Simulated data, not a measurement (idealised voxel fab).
process module | voxel capacitor over wiring
cross-section cut | 300 nm wide | cells 5 nm
A cross-section is a grid of square cells, given in bands from the top down. A band is one or more rows of cells.
Each band's line starts with the height of the band's top and of its bottom, in nm. Then come its materials from left to right, each with its width in nm. One material with "throughout" fills the band from edge to edge. "air" is empty space.
Height 0 is the level under which the wafer as received is all one material. The lowest band goes on downwards, as in "0 down".
A width such as "30 to 40" changes by the same amount from each row of cells to the next, from the band's top row to its bottom row.
"no change" after a step means that no cell of the cross-section changed.
closed voids: empty space of 8 cells or more with no open way to the top, each as width x height at its distance from the left edge, in nm
after a step's settings: what the simulator itself notes on the step
overlay nm, on a step with a mask: how far to the right of its planned place the mask lay; to the left if negative
plan
1 op RECEIVE | material Si
2 op CONFORMAL_DEP | material SiO2 | thk nm 15
3 op DIRECTIONAL_DEP | material TiN | thk nm 5
4 op DIRECTIONAL_DEP | material W | thk nm 25
5 op PATTERN | tone cover | mask id METAL_1 | material resist | width nm 20 | pitch nm 85 | thk nm 20 | overlay nm 0
6 op DIRECTIONAL_ETCH | etch materials W | depth nm 25
7 op DIRECTIONAL_ETCH | etch materials TiN | depth nm 5
8 op STRIP | etch materials resist
9 op CONFORMAL_DEP | material SiN | thk nm 5
10 op FILL_DEP | material lowk | thk nm 10
11 op CMP | height nm 45
12 op CONFORMAL_DEP | material SiCN | thk nm 5
13 op DIRECTIONAL_DEP | material lowk | thk nm 15
14 op DIRECTIONAL_DEP | material aC | thk nm 10
15 op PATTERN | tone open | mask id PLUG_1 | material resist | width nm 15 | thk nm 30 | overlay nm 0
16 op DIRECTIONAL_ETCH | etch materials aC | depth nm 10
17 op STRIP | etch materials resist
18 op DIRECTIONAL_ETCH | etch materials lowk | depth nm 15
19 op DIRECTIONAL_ETCH | etch materials SiCN | depth nm 5
20 op STRIP | etch materials aC
21 op EPI | material Ru | thk nm 10
22 op EPI | material Ru | thk nm 10
23 op DIRECTIONAL_DEP | material TiN | thk nm 5
24 op DIRECTIONAL_DEP | material Al2O3 | thk nm 5
25 op DIRECTIONAL_DEP | material TiN | thk nm 10
26 op MASKED_ETCH | tone cover | mask id UPPER_PLATE | width nm 70 | etch materials TiN | depth nm 10 | overlay nm 0
27 op MASKED_ETCH | tone cover | mask id UPPER_PLATE | width nm 70 | etch materials Al2O3 | depth nm 5 | overlay nm 0
28 op DIRECTIONAL_DEP | material aC | thk nm 15
29 op PATTERN | tone cover | mask id LOWER_PLATE | material resist | width nm 80 | thk nm 30 | overlay nm 0
30 op DIRECTIONAL_ETCH | etch materials aC | depth nm 15
31 op STRIP | etch materials resist
32 op DIRECTIONAL_ETCH | etch materials TiN | depth nm 5
33 op STRIP | etch materials aC
34 op FILL_DEP | material SiO2 | thk nm 20
35 op CMP | height nm 100
36 op MASKED_ETCH | tone open | mask id PLUG_2 | width nm 15 | etch materials SiO2 | depth nm 15 | overlay nm 0
37 op CONFORMAL_DEP | material TiN | thk nm 5
38 op FILL_DEP | material Ru | thk nm 10
39 op CMP | height nm 100
40 op CONFORMAL_DEP | material SiN | thk nm 5
as received, after step 1
  0 down: Si throughout
  closed voids: none
first wafer at the end, as planned
  105 to 100: SiN throughout
  100 to 90: SiO2 110 | TiN 5 | Ru 5 | TiN 5 | SiO2 175
  90 to 85: SiO2 110 | TiN 15 | SiO2 175
  85 to 75: SiO2 100 | TiN 70 | SiO2 130
  75 to 70: SiO2 100 | Al2O3 70 | SiO2 130
  70 to 65: SiO2 95 | TiN 80 | SiO2 125
  65 to 50: lowk 100 | Ru 15 | lowk 185
  50 to 45: SiCN 100 | Ru 15 | SiCN 185
  45 to 20: lowk 90 | SiN 5 | W 20 | SiN 5 | lowk 55 | SiN 5 | W 20 | SiN 5 | lowk 95
  20 to 15: SiN 95 | TiN 20 | SiN 65 | TiN 20 | SiN 100
  15 to 0: SiO2 throughout
  0 down: Si throughout
  closed voids: none
second wafer at the end: like start, like plan, one mistake
  105 to 100: SiN throughout
  100 to 90: SiO2 110 | TiN 60 | SiO2 130
  90 to 85: SiO2 110 | TiN 5 | Al2O3 55 | SiO2 130
  85 to 80: SiO2 95 | TiN 80 | SiO2 125
  80 to 75: lowk 100 | TiN 15 | lowk 185
  75 to 70: lowk 100 | Al2O3 15 | lowk 185
  70 to 65: lowk 100 | TiN 15 | lowk 185
  65 to 50: lowk throughout
  50 to 45: SiCN throughout
  45 to 20: lowk 90 | SiN 5 | W 20 | SiN 5 | lowk 55 | SiN 5 | W 20 | SiN 5 | lowk 95
  20 to 15: SiN 95 | TiN 20 | SiN 65 | TiN 20 | SiN 100
  15 to 0: SiO2 throughout
  0 down: Si throughout
  closed voids: none
what went wrong: step 13 was run twice
at the end the second wafer has, in cells: 14 fewer of Ru | 3 more of SiCN | 165 fewer of SiO2 | 4 fewer of TiN | 180 more of lowk
